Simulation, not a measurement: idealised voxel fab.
Proc. module: voxel self aligned vias
Pictured: cross-section cut, 235 nm wide, on a grid of 5 nm square cells.
Throughout this document, each cross-section is represented as a grid of square cells and is presented as a sequence of bands enumerated from the top downward, where a band comprises one or more rows of cells. Look at the band entry: it leads with the top's height and the bottom's height in nm. Then it lists the materials left to right, with a width in nm for each. The word "throughout" on a single material says that material fills the band edge to edge. The word "empty" is empty space. It should be noted that heights are counted from 0, beneath which the wafer as supplied is of one material throughout, and that the lowest band possesses no lower boundary but continues downward, as written in "0 nm and below". Width: "30..40" (first number = top row, second number = bottom row, same change from row to row of cells). Reading "remains unaltered" for a step: not a cell of the cross-section changed in it. Voids not open to the top, 8 cells minimum: see "Listed closed voids". Written width x height at distance; distance is from the left edge; nm. Whatever follows a step's settings on its line is a remark the simulator itself makes about that step. overlay nm: right-of-plan distance of the mask on a masked step; negative values mean left-of-plan.

[Here's what the planned process steps look like]
| 1 | RECEIVE [material Si] |
| 2 | CONFORMAL_DEP [material SiO2] [thk nm 15] |
| 3 | CONFORMAL_DEP [material SiCN] [thk nm 5] |
| 4 | DIRECTIONAL_DEP [material SiO2] [thk nm 30] |
| 5 | MASKED_ETCH [tone open] [mask id LINES] [width nm 30] [pitch nm 70] [etch materials SiO2] [depth nm 30] [overlay nm 0] |
| 6 | CONFORMAL_DEP [material TiN] [thk nm 5] |
| 7 | FILL_DEP [material W] [thk nm 10] |
| 8 | CMP [height nm 50] |
| 9 | SELECTIVE_ETCH [etch materials W Ru TiN] [depth nm 10] |
| 10 | FILL_DEP [material SiN] [thk nm 5] |
| 11 | CMP [height nm 50] |
| 12 | DIRECTIONAL_DEP [material SiO2] [thk nm 20] |
| 13 | PATTERN [tone open] [mask id VIAS] [material resist] [width nm 50] [pitch nm 140] [thk nm 20] [overlay nm 0] |
| 14 | DIRECTIONAL_ETCH [etch materials SiO2] [depth nm 20] |
| 15 | DIRECTIONAL_ETCH [etch materials SiN] [depth nm 10] |
| 16 | STRIP [etch materials resist] |
| 17 | CONFORMAL_DEP [material TiN] [thk nm 5] |
| 18 | FILL_DEP [material W] [thk nm 10] |
| 19 | CMP [height nm 70] |
| 20 | CONFORMAL_DEP [material SiN] [thk nm 5] |

[Run as planned: first of two wafers]

[As received (post step 1): cross-section]
0 nm and below  Si throughout
Listed closed voids: none

[Cross-sectional representation of the wafer at the conclusion of step 2]
15 nm to 0 nm  SiO2 throughout
Beneath the level 0, the cross-section is identical to its previous state.

[Cross-sectional representation of the wafer at the conclusion of step 3]
20 nm to 15 nm  SiCN throughout
Beneath the level 15, the cross-section is identical to its previous state.

[Cross-sectional representation of the wafer at the conclusion of step 4]
50 nm to 20 nm  SiO2 throughout
Beneath the level 20, the cross-section is identical to its previous state.

[Cross-sectional representation of the wafer at the conclusion of step 5]
50 nm to 20 nm  SiO2 30  empty 30  SiO2 40  empty 30  SiO2 40  empty 30  SiO2 35
Beneath the level 20, the cross-section is identical to its previous state.

[Cross-sectional representation of the wafer at the conclusion of step 6]
55 nm to 50 nm  TiN 35  empty 20  TiN 50  empty 20  TiN 50  empty 20  TiN 40
50 nm to 25 nm  SiO2 30  TiN 5  empty 20  TiN 5  SiO2 40  TiN 5  empty 20  TiN 5  SiO2 40  TiN 5  empty 20  TiN 5  SiO2 35
25 nm to 20 nm  SiO2 30  TiN 30  SiO2 40  TiN 30  SiO2 40  TiN 30  SiO2 35
Beneath the level 20, the cross-section is identical to its previous state.

[Cross-sectional representation of the wafer at the conclusion of step 7]
65 nm to 55 nm  W throughout
55 nm to 50 nm  TiN 35  W 20  TiN 50  W 20  TiN 50  W 20  TiN 40
50 nm to 25 nm  SiO2 30  TiN 5  W 20  TiN 5  SiO2 40  TiN 5  W 20  TiN 5  SiO2 40  TiN 5  W 20  TiN 5  SiO2 35
Beneath the level 25, the cross-section is identical to its previous state.

[Cross-sectional representation of the wafer at the conclusion of step 8]
50 nm to 25 nm  SiO2 30  TiN 5  W 20  TiN 5  SiO2 40  TiN 5  W 20  TiN 5  SiO2 40  TiN 5  W 20  TiN 5  SiO2 35
Beneath the level 25, the cross-section is identical to its previous state.

[Cross-sectional representation of the wafer at the conclusion of step 9]
50 nm to 40 nm  SiO2 30  empty 30  SiO2 40  empty 30  SiO2 40  empty 30  SiO2 35
Beneath the level 40, the cross-section is identical to its previous state.

[Cross-sectional representation of the wafer at the conclusion of step 10]
55 nm to 50 nm  SiN throughout
50 nm to 40 nm  SiO2 30  SiN 30  SiO2 40  SiN 30  SiO2 40  SiN 30  SiO2 35
Beneath the level 40, the cross-section is identical to its previous state.

[Cross-sectional representation of the wafer at the conclusion of step 11]
50 nm to 40 nm  SiO2 30  SiN 30  SiO2 40  SiN 30  SiO2 40  SiN 30  SiO2 35
Beneath the level 40, the cross-section is identical to its previous state.

[Cross-sectional representation of the wafer at the conclusion of step 12]
70 nm to 50 nm  SiO2 throughout
Beneath the level 50, the cross-section is identical to its previous state.

[Cross-sectional representation of the wafer at the conclusion of step 13]
90 nm to 70 nm  resist 20  empty 50  resist 90  empty 50  resist 25
Beneath the level 70, the cross-section is identical to its previous state.

[Cross-sectional representation of the wafer at the conclusion of step 14]
90 nm to 70 nm  resist 20  empty 50  resist 90  empty 50  resist 25
70 nm to 50 nm  SiO2 20  empty 50  SiO2 90  empty 50  SiO2 25
Beneath the level 50, the cross-section is identical to its previous state.

[Cross-sectional representation of the wafer at the conclusion of step 15]
90 nm to 70 nm  resist 20  empty 50  resist 90  empty 50  resist 25
70 nm to 50 nm  SiO2 20  empty 50  SiO2 90  empty 50  SiO2 25
50 nm to 40 nm  SiO2 30  empty 30  SiO2 40  SiN 30  SiO2 40  empty 30  SiO2 35
Beneath the level 40, the cross-section is identical to its previous state.

[Cross-sectional representation of the wafer at the conclusion of step 16]
70 nm to 50 nm  SiO2 20  empty 50  SiO2 90  empty 50  SiO2 25
Beneath the level 50, the cross-section is identical to its previous state.

[Cross-sectional representation of the wafer at the conclusion of step 17]
75 nm to 70 nm  TiN 25  empty 40  TiN 100  empty 40  TiN 30
70 nm to 55 nm  SiO2 20  TiN 5  empty 40  TiN 5  SiO2 90  TiN 5  empty 40  TiN 5  SiO2 25
55 nm to 50 nm  SiO2 20  TiN 15  empty 20  TiN 15  SiO2 90  TiN 15  empty 20  TiN 15  SiO2 25
50 nm to 45 nm  SiO2 30  TiN 5  empty 20  TiN 5  SiO2 40  SiN 30  SiO2 40  TiN 5  empty 20  TiN 5  SiO2 35
45 nm to 40 nm  SiO2 30  TiN 30  SiO2 40  SiN 30  SiO2 40  TiN 30  SiO2 35
Beneath the level 40, the cross-section is identical to its previous state.

[Cross-sectional representation of the wafer at the conclusion of step 18]
85 nm to 75 nm  W throughout
75 nm to 70 nm  TiN 25  W 40  TiN 100  W 40  TiN 30
70 nm to 55 nm  SiO2 20  TiN 5  W 40  TiN 5  SiO2 90  TiN 5  W 40  TiN 5  SiO2 25
55 nm to 50 nm  SiO2 20  TiN 15  W 20  TiN 15  SiO2 90  TiN 15  W 20  TiN 15  SiO2 25
50 nm to 45 nm  SiO2 30  TiN 5  W 20  TiN 5  SiO2 40  SiN 30  SiO2 40  TiN 5  W 20  TiN 5  SiO2 35
Beneath the level 45, the cross-section is identical to its previous state.

[Cross-sectional representation of the wafer at the conclusion of step 19]
70 nm to 55 nm  SiO2 20  TiN 5  W 40  TiN 5  SiO2 90  TiN 5  W 40  TiN 5  SiO2 25
Beneath the level 55, the cross-section is identical to its previous state.

[Cross-sectional representation of the wafer at the conclusion of step 20]
75 nm to 70 nm  SiN throughout
Beneath the level 70, the cross-section is identical to its previous state.

[Second wafer - shared start and plan with the first - one error in running - same as the first up to step 11 inclusive]

[Second wafer, sectioned view, at step 12's planned end time]
65 nm to 50 nm  SiO2 throughout
Beneath the level 50, the cross-section is identical to its previous state.

[Second wafer, sectioned view, at step 13's planned end time]
85 nm to 65 nm  resist 20  empty 50  resist 90  empty 50  resist 25
Beneath the level 65, the cross-section is identical to its previous state.

[Second wafer, sectioned view, at step 14's planned end time]
85 nm to 65 nm  resist 20  empty 50  resist 90  empty 50  resist 25
65 nm to 50 nm  SiO2 20  empty 50  SiO2 90  empty 50  SiO2 25
50 nm to 45 nm  SiO2 20  empty 10  SiN 30  empty 10  SiO2 30  SiN 30  SiO2 30  empty 10  SiN 30  empty 10  SiO2 25
Beneath the level 45, the cross-section is identical to its previous state.

[Second wafer, sectioned view, at step 15's planned end time]
85 nm to 65 nm  resist 20  empty 50  resist 90  empty 50  resist 25
65 nm to 50 nm  SiO2 20  empty 50  SiO2 90  empty 50  SiO2 25
50 nm to 40 nm  SiO2 20..30  empty 50..30  SiO2 30..40  SiN 30  SiO2 30..40  empty 50..30  SiO2 25..35
Beneath the level 40, the cross-section is identical to its previous state.

[Second wafer, sectioned view, at step 16's planned end time]
65 nm to 50 nm  SiO2 20  empty 50  SiO2 90  empty 50  SiO2 25
Beneath the level 50, the cross-section is identical to its previous state.

[Second wafer, sectioned view, at step 17's planned end time]
70 nm to 65 nm  TiN 25  empty 40  TiN 100  empty 40  TiN 30
65 nm to 50 nm  SiO2 20  TiN 5  empty 40  TiN 5  SiO2 90  TiN 5  empty 40  TiN 5  SiO2 25
50 nm to 45 nm  SiO2 20  TiN 15  empty 20  TiN 15  SiO2 30  SiN 30  SiO2 30  TiN 15  empty 20  TiN 15  SiO2 25
45 nm to 40 nm  SiO2 30  TiN 30  SiO2 40  SiN 30  SiO2 40  TiN 30  SiO2 35
Beneath the level 40, the cross-section is identical to its previous state.

[Second wafer, sectioned view, at step 18's planned end time]
80 nm to 70 nm  W throughout
70 nm to 65 nm  TiN 25  W 40  TiN 100  W 40  TiN 30
65 nm to 50 nm  SiO2 20  TiN 5  W 40  TiN 5  SiO2 90  TiN 5  W 40  TiN 5  SiO2 25
50 nm to 45 nm  SiO2 20  TiN 15  W 20  TiN 15  SiO2 30  SiN 30  SiO2 30  TiN 15  W 20  TiN 15  SiO2 25
Beneath the level 45, the cross-section is identical to its previous state.

[Second wafer, sectioned view, at step 19's planned end time]
70 nm to 65 nm  TiN 25  W 40  TiN 100  W 40  TiN 30
Beneath the level 65, the cross-section is identical to its previous state.

[Second wafer, sectioned view, at step 20's planned end time]
75 nm to 70 nm  SiN throughout
Beneath the level 70, the cross-section is identical to its previous state.
What was the processing mistake? step 12 changed vs plan, executed as DIRECTIONAL_DEP [material SiO2] [thk nm 15]
Wrapping up, a cell-based count of both wafers puts the second over or under the first for these materials: -35 SiO2 | +27 TiN | +8 W
